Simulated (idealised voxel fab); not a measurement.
The process module that follows is named voxel lift off.
It is cross-section cut that appears here, measuring 190 nm in width, its square cells being 5 nm in size.
We lay out every cross-section as a grid of square cells and spell it out in bands from the top down, where one band means one or more rows of cells. For a band, the entry starts with two heights in nm, that of the top and then that of the bottom, and carries on with the band's materials in order from left to right, each alongside its width in nm; the word "full width" beside a single material means it fills the band edge to edge, and "empty" means empty space. All heights in this document are referenced to 0, defined as the level beneath which the wafer, as received, consists entirely of one material. The lowest band is not bounded below; it extends indefinitely downward and is written in the form "0 nm and below". So if you see something like "30->40" for the width, read it as the top row of the band sitting at the first number and the bottom row at the second, with every row in between moving by the same amount as the last. "no change" -> step changed no cross-section cell. Empty spaces counting at least 8 cells and having no open way to the top are listed in "Voids, sealed". The notation width x height at distance is used for each, the distance being from the left edge and all three values in nm. If you see something after the settings on a step's line, that's the simulator's own remark about that step. What "overlay nm" on a step's line means: if the step has a mask, that mask lay this far to the right of its planned place, or, when the value is negative, to the left.
### Steps in the process plan
1 op RECEIVE | material Si
2 op CONFORMAL_DEP | material SiN | thk nm 15
3 op PATTERN | tone open | mask id LINES | material resist | width nm 25 | pitch nm 55 | thk nm 20 | overlay nm 0
4 op DIRECTIONAL_DEP | material Ru | thk nm 5
5 op STRIP | etch materials resist
6 op CONFORMAL_DEP | material SiCN | thk nm 5
### As-received state of the wafer in cross-section, equivalent to post-step 1
    0 nm and below  Si full width
    Voids, sealed: none
### Final cross-section, module run with one mistake (start and plan as above)
    25 nm to 20 nm  empty 20 nm, SiCN 40 nm, empty 15 nm, SiCN 40 nm, empty 15 nm, SiCN 40 nm, empty 20 nm
    20 nm to 15 nm  SiCN 25 nm, Ru 30 nm, SiCN 25 nm, Ru 30 nm, SiCN 25 nm, Ru 30 nm, SiCN 25 nm
    15 nm to 0 nm  SiN full width
    0 nm and below  Si full width
    Voids, sealed: none
Against the plan, the run slipped here: it should be noted that step 3 was executed with settings other than those planned, the operation and settings actually applied being op PATTERN | tone open | mask id LINES | material resist | width nm 30 | pitch nm 55 | thk nm 20 | overlay nm 0
